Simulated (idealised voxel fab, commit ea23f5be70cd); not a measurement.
process module | voxel tone inversion
cross-section cut | 250 nm wide | cells 5 nm
A cross-section is a grid of square cells, given in bands from the top down. A band is one or more rows of cells.
Each band's line starts with the height of the band's top and of its bottom, in nm. Then come its materials from left to right, each with its width in nm. One material with "throughout" fills the band from edge to edge. "air" is empty space.
Height 0 is the level under which the wafer as received is all one material. The lowest band goes on downwards, as in "0 down".
A width such as "30 to 40" changes by the same amount from each row of cells to the next, from the band's top row to its bottom row.
"no change" after a step means that no cell of the cross-section changed.
closed voids: empty space of 8 cells or more with no open way to the top, each as width x height at its distance from the left edge, in nm
after a step's settings: what the simulator itself notes on the step
overlay nm, on a step with a mask: how far to the right of its planned place the mask lay; to the left if negative
plan
1 op RECEIVE | material Si
2 op CONFORMAL_DEP | material SiN | thk nm 5
3 op DIRECTIONAL_DEP | material aC | thk nm 20
4 op PATTERN | tone cover | mask id POSTS | material resist | width nm 20 | pitch nm 45 | thk nm 30 | overlay nm 0
5 op DIRECTIONAL_ETCH | etch materials aC | depth nm 20
6 op STRIP | etch materials resist
7 op FILL_DEP | material SiO2 | thk nm 5
8 op CMP | height nm 25
9 op STRIP | etch materials aC
10 op CONFORMAL_DEP | material TiN | thk nm 5
11 op FILL_DEP | material W | thk nm 5
12 op CMP | height nm 25
13 op CONFORMAL_DEP | material SiCN | thk nm 5
as received, after step 1
  0 down: Si throughout
  closed voids: none
first wafer at the end, as planned
  30 to 25: SiCN throughout
  25 to 10: SiO2 90 | TiN 5 | W 10 | TiN 5 | SiO2 25 | TiN 5 | W 10 | TiN 5 | SiO2 95
  10 to 5: SiO2 90 | TiN 20 | SiO2 25 | TiN 20 | SiO2 95
  5 to 0: SiN throughout
  0 down: Si throughout
  closed voids: none
second wafer at the end: like start, like plan, one mistake
  30 to 25: SiCN throughout
  25 to 10: W 85 | TiN 5 | SiO2 20 | TiN 5 | W 15 | TiN 5 | SiO2 20 | TiN 5 | W 90
  10 to 5: TiN 90 | SiO2 20 | TiN 25 | SiO2 20 | TiN 95
  5 to 0: SiN throughout
  0 down: Si throughout
  closed voids: none
what went wrong: step 4 ran as: op PATTERN | tone open | mask id POSTS | material resist | width nm 20 | pitch nm 45 | thk nm 30 | overlay nm 0
at the end the second wafer has, in cells: 136 fewer of SiO2 | 34 more of TiN | 102 more of W
